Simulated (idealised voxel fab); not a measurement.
Name of the process module below: voxel gate over fins
Square cells of 5 nm make up the cross-section cut, whose width is 215 nm.
In this document a cross-section is written as a grid of square cells. It is given as a series of bands, listed from the top down, and a band is one or more rows of cells.
Per band: top height and bottom height in nm, followed by the left-to-right materials and their widths in nm; "edge to edge" marks a single material spanning edge to edge, "blank" marks empty space.
Heights from 0 (as-received wafer is one material below). Bottom band endless downward, as "0 down".
Read "30->40" as a graded width: first number on top, second number at the bottom, same change between each pair of neighbouring rows.
A step reported as "all unchanged" is a step in which no cell of the cross-section changed.
"Enclosed cavities" contains a list of empty spaces, each no smaller than 8 cells and without an open way to the top, written in the form width x height at distance with the distance from the left edge and all three in nm.
On each step's line, the part that comes after the settings is the simulator's own comment on the step.
A step's line can hold "overlay nm"; with a mask on that step, the setting says how far right of the planned place the mask lay, while a negative setting says it lay to the left.
HERE'S WHAT THE PLANNED PROCESS STEPS LOOK LIKE
1. RECEIVE, material Si
2. CONFORMAL_DEP, material SiN, thk nm 10
3. MASKED_ETCH, tone cover, mask id FINS, width nm 15, pitch nm 40, etch materials SiN, depth nm 10, overlay nm 0
4. MASKED_ETCH, tone cover, mask id FINS, width nm 15, pitch nm 40, etch materials Si, depth nm 35, overlay nm 0
5. OXIDIZE, depth nm 5
6. FILL_DEP, material SiO2, thk nm 5
7. CMP, height nm 10
8. SELECTIVE_ETCH, etch materials SiO2, depth nm 20
9. STRIP, etch materials SiN
10. CONFORMAL_DEP, material HfO2, thk nm 5
11. CONFORMAL_DEP, material TiN, thk nm 5
12. CONFORMAL_DEP, material TiAl, thk nm 5
13. CONFORMAL_DEP, material TiN, thk nm 5
14. FILL_DEP, material W, thk nm 10
15. CMP, height nm 25
16. CONFORMAL_DEP, material SiCN, thk nm 10
RECEIVED-STATE CROSS-SECTION, REFLECTING COMPLETION OF STEP 1
> 0 down: Si edge to edge
> Enclosed cavities: none
POST-MODULE CROSS-SECTION: IDENTICAL START AND PLAN TO THOSE ABOVE, ONE MISSTEP IN EXECUTION
> 35 to 25: SiCN edge to edge
> 25 to 15: W edge to edge
> 15 to 10: W: 70, TiN: 35, W: 5, TiN: 35, W: 70
> 10 to 5: W: 70, TiN: 5, TiAl: 25, TiN: 5, W: 5, TiN: 5, TiAl: 25, TiN: 5, W: 70
> 5 to 0: TiN: 75, TiAl: 5, TiN: 15, TiAl: 5, TiN: 15, TiAl: 5, TiN: 15, TiAl: 5, TiN: 75
> 0 to -5: TiAl: 80, TiN: 5, Si: 5, TiN: 5, TiAl: 25, TiN: 5, Si: 5, TiN: 5, TiAl: 80
> -5 to -10: TiN: 85, Si: 5, TiN: 35, Si: 5, TiN: 85
> -10 to -40: SiO2: 85, Si: 5, SiO2: 35, Si: 5, SiO2: 85
> -40 down: Si edge to edge
> Enclosed cavities: none
Where did the run depart from the plan? step 10 was left out
